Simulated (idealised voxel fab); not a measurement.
The document below concerns the process module designated voxel self aligned vias.
cross-section cut | 225 nm wide | cells 5 nm
Think of the cross-section as a grid of square cells. We describe it in bands, top to bottom, and each band covers one or more rows of those cells.
The band entry comprises the height of the band's top followed by the height of its bottom, expressed in nm, and subsequently the band's materials from left to right, each stated together with its width in nm. Where a single material is marked with the word "edge to edge", that material fills the band from edge to edge. The word "empty" represents empty space.
Heights are reckoned from 0. Under this level, the received wafer is all of one material. The bottommost band is open-ended downward, for example "z 0 and below".
When a width is written as two numbers, as in "30..40", the first number is the width in the top row of cells of the band and the second is the width in its bottom row, and the width changes by the same amount from each row to the next.
You'll sometimes find "nothing was modified" written for a step, and that's the way of saying that nowhere in the cross-section did a cell change during that step.
Listed in "Trapped voids": every empty space of 8 or more cells without an open way to the top. Form: width x height at distance, the distance being from the left edge, all in nm.
On a step's line, text after the settings is the simulator commenting on that step.
overlay nm: mask offset rightward from planned place, masked step; negative means leftward offset.

**The planned process steps are enumerated hereunder**
| 1 | RECEIVE [material Si] |
| 2 | CONFORMAL_DEP [material SiO2] [thk nm 15] |
| 3 | CONFORMAL_DEP [material SiCN] [thk nm 5] |
| 4 | DIRECTIONAL_DEP [material lowk] [thk nm 30] |
| 5 | PATTERN [tone open] [mask id LINES] [material resist] [width nm 25] [pitch nm 65] [thk nm 20] [overlay nm 0] |
| 6 | DIRECTIONAL_ETCH [etch materials lowk] [depth nm 30] |
| 7 | STRIP [etch materials resist] |
| 8 | CONFORMAL_DEP [material TiN] [thk nm 5] |
| 9 | FILL_DEP [material Ru] [thk nm 10] |
| 10 | CMP [height nm 50] |
| 11 | SELECTIVE_ETCH [etch materials W Ru TiN] [depth nm 10] |
| 12 | FILL_DEP [material SiN] [thk nm 10] |
| 13 | CMP [height nm 50] |
| 14 | DIRECTIONAL_DEP [material lowk] [thk nm 15] |
| 15 | MASKED_ETCH [tone open] [mask id VIAS] [width nm 35] [pitch nm 65] [etch materials lowk] [depth nm 15] [overlay nm 0] |
| 16 | MASKED_ETCH [tone open] [mask id VIAS] [width nm 35] [pitch nm 65] [etch materials SiN] [depth nm 10] [overlay nm 0] |
| 17 | CONFORMAL_DEP [material TiN] [thk nm 5] |
| 18 | FILL_DEP [material Ru] [thk nm 10] |
| 19 | CMP [height nm 65] |
| 20 | CONFORMAL_DEP [material SiCN] [thk nm 5] |

**Wafer cross-section on receipt, i.e. after step 1**
  z 0 and below: Si edge to edge
  Trapped voids: none

**Wafer cross-section at end of module: start and plan as shown above, one execution error**
  z 70 to 65: SiCN edge to edge
  z 65 to 55: 60 nm lowk  5 nm TiN  25 nm Ru  5 nm TiN  30 nm lowk  5 nm TiN  25 nm Ru  5 nm TiN  65 nm lowk
  z 55 to 50: 60 nm lowk  10 nm TiN  10 nm Ru  15 nm TiN  30 nm lowk  10 nm TiN  10 nm Ru  15 nm TiN  65 nm lowk
  z 50 to 45: 65 nm lowk  5 nm TiN  10 nm Ru  5 nm TiN  5 nm SiN  40 nm lowk  5 nm TiN  10 nm Ru  5 nm TiN  5 nm SiN  70 nm lowk
  z 45 to 40: 65 nm lowk  20 nm TiN  5 nm SiN  40 nm lowk  20 nm TiN  5 nm SiN  70 nm lowk
  z 40 to 25: 65 nm lowk  5 nm TiN  15 nm Ru  5 nm TiN  40 nm lowk  5 nm TiN  15 nm Ru  5 nm TiN  70 nm lowk
  z 25 to 20: 65 nm lowk  25 nm TiN  40 nm lowk  25 nm TiN  70 nm lowk
  z 20 to 15: SiCN edge to edge
  z 15 to 0: SiO2 edge to edge
  z 0 and below: Si edge to edge
  Trapped voids: none
what went wrong: for step 16, the planned setting was not used; the step was instead run as MASKED_ETCH [tone open] [mask id VIAS] [width nm 35] [pitch nm 65] [etch materials SiN] [depth nm 10] [overlay nm -10]
